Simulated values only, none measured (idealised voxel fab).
This is a process module. Its name is voxel double patterning.
The cross-section shown here is cut; it is 290 nm wide and divided into square cells measuring 5 nm on a side.
Cross-section layout: square cells on a grid; listed as bands, top to bottom; a band spans one or more cell rows.
The entry gives the band's vertical extent as a top height and a bottom height in nm, then its horizontal make-up as materials from left to right, each with a width in nm. "blank" stands for empty space; a single material marked "edge to edge" fills the band edge to edge.
Beneath 0, the wafer as received is one material, and that level is where height counting begins. The lowest band goes on downward without a bottom; it is written like "top 0, no bottom".
The expression "30 to 40" gives the width at the extremes of the band, the first number at its top row of cells and the second at its bottom row, with the width changing by equal amounts from each row to the next in between.
A step reported as "left unchanged" is a step in which no cell of the cross-section changed.
"Completely sealed voids": empty spaces of 8 cells or more with no open way to the top, each given as width x height at distance, distance from the left edge, all in nm.
On a step's line, text after the settings is the simulator commenting on that step.
Among the settings permitted on a step's line is "overlay nm"; applied to a step with a mask, it specifies the extent to which the mask lay to the right of its planned position, whereas a negative figure signifies a position to the left.
List of planned process steps:
step 1: RECEIVE with material Si
step 2: CONFORMAL_DEP with material SiO2, thk nm 5
step 3: DIRECTIONAL_DEP with material polySi, thk nm 5
step 4: DIRECTIONAL_DEP with material SiCN, thk nm 5
step 5: PATTERN with tone open, mask id FIRST, material resist, width nm 15, pitch nm 50, thk nm 20, overlay nm 0
step 6: DIRECTIONAL_ETCH with etch materials SiCN, depth nm 5
step 7: STRIP with etch materials resist
step 8: PATTERN with tone open, mask id SECOND, material resist, width nm 15, thk nm 15, overlay nm 0
step 9: DIRECTIONAL_ETCH with etch materials SiCN, depth nm 5
step 10: STRIP with etch materials resist
step 11: DIRECTIONAL_ETCH with etch materials polySi, depth nm 10
step 12: STRIP with etch materials SiCN
The plan shows the thk nm of step 3 as the first wafer had it; this setting differs between the wafers, which start out alike.
Received condition of the first of several wafers, sectioned: post-step 1:
  top 0, no bottom | Si edge to edge
  Completely sealed voids: none
Quick key for the table: a row per wafer, taken at the end of the module. For each material it tells you how many cells the wafer gained (+) or lost (-) since it came in, and the closed voids come after:
thk nm 5 | +58 SiO2 | +49 polySi | Completely sealed voids: none
thk nm 10 | +58 SiO2 | +98 polySi | Completely sealed voids: none
thk nm 15 | +58 SiO2 | +156 polySi | Completely sealed voids: none
thk nm 20 | +58 SiO2 | +214 polySi | Completely sealed voids: none
thk nm 25 | +58 SiO2 | +272 polySi | Completely sealed voids: none
